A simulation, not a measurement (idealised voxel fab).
Process module under the name voxel wiring stack
Pictured: cross-section cut, 205 nm wide, on a grid of 5 nm square cells.
Notation: cross-section as square-cell grid; stated in bands, top first, going down; one or more cell rows per band. Per band: top height and bottom height in nm, followed by the left-to-right materials and their widths in nm; "edge to edge" marks a single material spanning edge to edge, "blank" marks empty space. Beneath 0, the wafer as received is one material, and that level is where height counting begins. The lowest band goes on downward without a bottom; it is written like "0 nm and below". A two-number width, for instance "30 to 40", indicates that the width is equal to the first number in the top row of the band and to the second number in the bottom row, and that it changes by a constant amount per row of cells. A step reported as "no alteration" is a step in which no cell of the cross-section changed. You'll see "Internal closed voids" listing empty spaces that have no way open to the top, as long as they're 8 cells or more; the notation is width x height at distance, where the distance is from the left edge, and all of it is in nm. Text after the settings on a step's line: the simulator's own remark on that step. overlay nm: mask right of planned place by this much (step with mask). Neg. = left.
Steps planned for the process:
| 1 | RECEIVE, material Si |
| 2 | CONFORMAL_DEP, material SiO2, thk nm 15 |
| 3 | DIRECTIONAL_DEP, material TiN, thk nm 5 |
| 4 | DIRECTIONAL_DEP, material W, thk nm 15 |
| 5 | MASKED_ETCH, tone cover, mask id METAL_1, width nm 30, pitch nm 60, etch materials W, depth nm 15, overlay nm 0 |
| 6 | MASKED_ETCH, tone cover, mask id METAL_1, width nm 30, pitch nm 60, etch materials TiN, depth nm 5, overlay nm 0 |
| 7 | CONFORMAL_DEP, material SiN, thk nm 5 |
| 8 | FILL_DEP, material lowk, thk nm 10 |
| 9 | CMP, height nm 35 |
| 10 | CONFORMAL_DEP, material SiCN, thk nm 5 |
| 11 | DIRECTIONAL_DEP, material SiO2, thk nm 20 |
| 12 | DIRECTIONAL_DEP, material aC, thk nm 10 |
| 13 | PATTERN, tone open, mask id PLUG_1, material resist, width nm 15, pitch nm 60, thk nm 25, overlay nm 0 |
| 14 | DIRECTIONAL_ETCH, etch materials aC, depth nm 10 |
| 15 | STRIP, etch materials resist |
| 16 | DIRECTIONAL_ETCH, etch materials SiO2, depth nm 20 |
| 17 | DIRECTIONAL_ETCH, etch materials SiCN, depth nm 5 |
| 18 | STRIP, etch materials aC |
| 19 | EPI, material Ru, thk nm 10 |
| 20 | EPI, material Ru, thk nm 10 |
| 21 | EPI, material Ru, thk nm 5 |
| 22 | DIRECTIONAL_DEP, material TiN, thk nm 5 |
| 23 | DIRECTIONAL_DEP, material Ru, thk nm 15 |
| 24 | PATTERN, tone cover, mask id METAL_2, material resist, width nm 30, pitch nm 60, thk nm 20, overlay nm 0 |
| 25 | DIRECTIONAL_ETCH, etch materials Ru, depth nm 15 |
| 26 | DIRECTIONAL_ETCH, etch materials TiN, depth nm 5 |
| 27 | STRIP, etch materials resist |
| 28 | CONFORMAL_DEP, material SiCN, thk nm 5 |
| 29 | FILL_DEP, material lowk, thk nm 5 |
| 30 | CMP, height nm 80 |
| 31 | CONFORMAL_DEP, material SiCN, thk nm 5 |
Below: the first of two wafers, run as planned:
The cross-section here shows the wafer as received, i.e. in its state after step 1:
0 nm and below  Si edge to edge
Internal closed voids: none
So this is the wafer cross-section right after step 2:
15 nm to 0 nm  SiO2 edge to edge
Anything lower than 0 is untouched.
So this is the wafer cross-section right after step 3:
20 nm to 15 nm  TiN edge to edge
Anything lower than 15 is untouched.
So this is the wafer cross-section right after step 4:
35 nm to 20 nm  W edge to edge
Anything lower than 20 is untouched.
So this is the wafer cross-section right after step 5:
35 nm to 20 nm  blank=25, then W=30, then blank=30, then W=30, then blank=30, then W=30, then blank=30
Anything lower than 20 is untouched.
So this is the wafer cross-section right after step 6:
35 nm to 20 nm  blank=25, then W=30, then blank=30, then W=30, then blank=30, then W=30, then blank=30
20 nm to 15 nm  blank=25, then TiN=30, then blank=30, then TiN=30, then blank=30, then TiN=30, then blank=30
Anything lower than 15 is untouched.
So this is the wafer cross-section right after step 7:
40 nm to 35 nm  blank=20, then SiN=40, then blank=20, then SiN=40, then blank=20, then SiN=40, then blank=25
35 nm to 20 nm  blank=20, then SiN=5, then W=30, then SiN=5, then blank=20, then SiN=5, then W=30, then SiN=5, then blank=20, then SiN=5, then W=30, then SiN=5, then blank=25
20 nm to 15 nm  SiN=25, then TiN=30, then SiN=30, then TiN=30, then SiN=30, then TiN=30, then SiN=30
Anything lower than 15 is untouched.
So this is the wafer cross-section right after step 8:
50 nm to 40 nm  lowk edge to edge
40 nm to 35 nm  lowk=20, then SiN=40, then lowk=20, then SiN=40, then lowk=20, then SiN=40, then lowk=25
35 nm to 20 nm  lowk=20, then SiN=5, then W=30, then SiN=5, then lowk=20, then SiN=5, then W=30, then SiN=5, then lowk=20, then SiN=5, then W=30, then SiN=5, then lowk=25
Anything lower than 20 is untouched.
So this is the wafer cross-section right after step 9:
35 nm to 20 nm  lowk=20, then SiN=5, then W=30, then SiN=5, then lowk=20, then SiN=5, then W=30, then SiN=5, then lowk=20, then SiN=5, then W=30, then SiN=5, then lowk=25
Anything lower than 20 is untouched.
So this is the wafer cross-section right after step 10:
40 nm to 35 nm  SiCN edge to edge
Anything lower than 35 is untouched.
So this is the wafer cross-section right after step 11:
60 nm to 40 nm  SiO2 edge to edge
Anything lower than 40 is untouched.
So this is the wafer cross-section right after step 12:
70 nm to 60 nm  aC edge to edge
Anything lower than 60 is untouched.
So this is the wafer cross-section right after step 13:
95 nm to 70 nm  resist=25, then blank=15, then resist=45, then blank=15, then resist=45, then blank=15, then resist=45
Anything lower than 70 is untouched.
So this is the wafer cross-section right after step 14:
85 nm to 70 nm  resist=25, then blank=15, then resist=45, then blank=15, then resist=45, then blank=15, then resist=45
70 nm to 60 nm  aC=25, then blank=15, then aC=45, then blank=15, then aC=45, then blank=15, then aC=45
Anything lower than 60 is untouched.
So this is the wafer cross-section right after step 15:
70 nm to 60 nm  aC=25, then blank=15, then aC=45, then blank=15, then aC=45, then blank=15, then aC=45
Anything lower than 60 is untouched.
So this is the wafer cross-section right after step 16:
70 nm to 60 nm  aC=25, then blank=15, then aC=45, then blank=15, then aC=45, then blank=15, then aC=45
60 nm to 40 nm  SiO2=25, then blank=15, then SiO2=45, then blank=15, then SiO2=45, then blank=15, then SiO2=45
Anything lower than 40 is untouched.
So this is the wafer cross-section right after step 17:
70 nm to 60 nm  aC=25, then blank=15, then aC=45, then blank=15, then aC=45, then blank=15, then aC=45
60 nm to 40 nm  SiO2=25, then blank=15, then SiO2=45, then blank=15, then SiO2=45, then blank=15, then SiO2=45
40 nm to 35 nm  SiCN=25, then blank=15, then SiCN=45, then blank=15, then SiCN=45, then blank=15, then SiCN=45
Anything lower than 35 is untouched.
So this is the wafer cross-section right after step 18:
60 nm to 40 nm  SiO2=25, then blank=15, then SiO2=45, then blank=15, then SiO2=45, then blank=15, then SiO2=45
Anything lower than 40 is untouched.
So this is the wafer cross-section right after step 19:
60 nm to 45 nm  SiO2=25, then blank=15, then SiO2=45, then blank=15, then SiO2=45, then blank=15, then SiO2=45
45 nm to 40 nm  SiO2=25, then Ru=15, then SiO2=45, then Ru=15, then SiO2=45, then Ru=15, then SiO2=45
40 nm to 35 nm  SiCN=25, then Ru=15, then SiCN=45, then Ru=15, then SiCN=45, then Ru=15, then SiCN=45
Anything lower than 35 is untouched.
So this is the wafer cross-section right after step 20:
60 nm to 55 nm  SiO2=25, then blank=15, then SiO2=45, then blank=15, then SiO2=45, then blank=15, then SiO2=45
55 nm to 40 nm  SiO2=25, then Ru=15, then SiO2=45, then Ru=15, then SiO2=45, then Ru=15, then SiO2=45
Anything lower than 40 is untouched.
So this is the wafer cross-section right after step 21:
60 nm to 40 nm  SiO2=25, then Ru=15, then SiO2=45, then Ru=15, then SiO2=45, then Ru=15, then SiO2=45
Anything lower than 40 is untouched.
So this is the wafer cross-section right after step 22:
65 nm to 60 nm  TiN edge to edge
Anything lower than 60 is untouched.
So this is the wafer cross-section right after step 23:
80 nm to 65 nm  Ru edge to edge
Anything lower than 65 is untouched.
So this is the wafer cross-section right after step 24:
100 nm to 80 nm  blank=25, then resist=30, then blank=30, then resist=30, then blank=30, then resist=30, then blank=30
Anything lower than 80 is untouched.
So this is the wafer cross-section right after step 25:
100 nm to 80 nm  blank=25, then resist=30, then blank=30, then resist=30, then blank=30, then resist=30, then blank=30
80 nm to 65 nm  blank=25, then Ru=30, then blank=30, then Ru=30, then blank=30, then Ru=30, then blank=30
Anything lower than 65 is untouched.
So this is the wafer cross-section right after step 26:
100 nm to 80 nm  blank=25, then resist=30, then blank=30, then resist=30, then blank=30, then resist=30, then blank=30
80 nm to 65 nm  blank=25, then Ru=30, then blank=30, then Ru=30, then blank=30, then Ru=30, then blank=30
65 nm to 60 nm  blank=25, then TiN=30, then blank=30, then TiN=30, then blank=30, then TiN=30, then blank=30
Anything lower than 60 is untouched.
So this is the wafer cross-section right after step 27:
80 nm to 65 nm  blank=25, then Ru=30, then blank=30, then Ru=30, then blank=30, then Ru=30, then blank=30
Anything lower than 65 is untouched.
So this is the wafer cross-section right after step 28:
85 nm to 80 nm  blank=20, then SiCN=40, then blank=20, then SiCN=40, then blank=20, then SiCN=40, then blank=25
80 nm to 65 nm  blank=20, then SiCN=5, then Ru=30, then SiCN=5, then blank=20, then SiCN=5, then Ru=30, then SiCN=5, then blank=20, then SiCN=5, then Ru=30, then SiCN=5, then blank=25
65 nm to 60 nm  SiCN=25, then TiN=30, then SiCN=30, then TiN=30, then SiCN=30, then TiN=30, then SiCN=30
Anything lower than 60 is untouched.
So this is the wafer cross-section right after step 29:
90 nm to 85 nm  lowk edge to edge
85 nm to 80 nm  lowk=20, then SiCN=40, then lowk=20, then SiCN=40, then lowk=20, then SiCN=40, then lowk=25
80 nm to 65 nm  lowk=20, then SiCN=5, then Ru=30, then SiCN=5, then lowk=20, then SiCN=5, then Ru=30, then SiCN=5, then lowk=20, then SiCN=5, then Ru=30, then SiCN=5, then lowk=25
Anything lower than 65 is untouched.
So this is the wafer cross-section right after step 30:
80 nm to 65 nm  lowk=20, then SiCN=5, then Ru=30, then SiCN=5, then lowk=20, then SiCN=5, then Ru=30, then SiCN=5, then lowk=20, then SiCN=5, then Ru=30, then SiCN=5, then lowk=25
Anything lower than 65 is untouched.
So this is the wafer cross-section right after step 31:
85 nm to 80 nm  SiCN edge to edge
Anything lower than 80 is untouched.
Companion wafer, the second of two: same beginning, same intended sequence, one mistake in carrying it out; through step 23 inclusive it tracks the first exactly:
The second wafer in cross-section, at the planned close of step 24:
100 nm to 80 nm  blank=30, then resist=25, then blank=35, then resist=25, then blank=35, then resist=25, then blank=30
Anything lower than 80 is untouched.
The second wafer in cross-section, at the planned close of step 25:
100 nm to 80 nm  blank=30, then resist=25, then blank=35, then resist=25, then blank=35, then resist=25, then blank=30
80 nm to 65 nm  blank=30, then Ru=25, then blank=35, then Ru=25, then blank=35, then Ru=25, then blank=30
Anything lower than 65 is untouched.
The second wafer in cross-section, at the planned close of step 26:
100 nm to 80 nm  blank=30, then resist=25, then blank=35, then resist=25, then blank=35, then resist=25, then blank=30
80 nm to 65 nm  blank=30, then Ru=25, then blank=35, then Ru=25, then blank=35, then Ru=25, then blank=30
65 nm to 60 nm  blank=30, then TiN=25, then blank=35, then TiN=25, then blank=35, then TiN=25, then blank=30
Anything lower than 60 is untouched.
The second wafer in cross-section, at the planned close of step 27:
80 nm to 65 nm  blank=30, then Ru=25, then blank=35, then Ru=25, then blank=35, then Ru=25, then blank=30
Anything lower than 65 is untouched.
The second wafer in cross-section, at the planned close of step 28:
85 nm to 80 nm  blank=25, then SiCN=35, then blank=25, then SiCN=35, then blank=25, then SiCN=35, then blank=25
80 nm to 65 nm  blank=25, then SiCN=5, then Ru=25, then SiCN=5, then blank=25, then SiCN=5, then Ru=25, then SiCN=5, then blank=25, then SiCN=5, then Ru=25, then SiCN=5, then blank=25
65 nm to 60 nm  SiCN=30, then TiN=25, then SiCN=35, then TiN=25, then SiCN=35, then TiN=25, then SiCN=30
Anything lower than 60 is untouched.
The second wafer in cross-section, at the planned close of step 29:
90 nm to 85 nm  lowk edge to edge
85 nm to 80 nm  lowk=25, then SiCN=35, then lowk=25, then SiCN=35, then lowk=25, then SiCN=35, then lowk=25
80 nm to 65 nm  lowk=25, then SiCN=5, then Ru=25, then SiCN=5, then lowk=25, then SiCN=5, then Ru=25, then SiCN=5, then lowk=25, then SiCN=5, then Ru=25, then SiCN=5, then lowk=25
Anything lower than 65 is untouched.
The second wafer in cross-section, at the planned close of step 30:
80 nm to 65 nm  lowk=25, then SiCN=5, then Ru=25, then SiCN=5, then lowk=25, then SiCN=5, then Ru=25, then SiCN=5, then lowk=25, then SiCN=5, then Ru=25, then SiCN=5, then lowk=25
Anything lower than 65 is untouched.
The second wafer in cross-section, at the planned close of step 31:
85 nm to 80 nm  SiCN edge to edge
Anything lower than 80 is untouched.
In executing the process, a mistake was made relative to the plan: so step 24 ended up running with a different setting than we planned, it ran as PATTERN, tone cover, mask id METAL_2, material resist, width nm 25, pitch nm 60, thk nm 20, overlay nm 0
Final difference in cells, second wafer against first, listed per material as more or fewer: 9 fewer of Ru | 3 more of SiCN | 3 fewer of TiN | 9 more of lowk
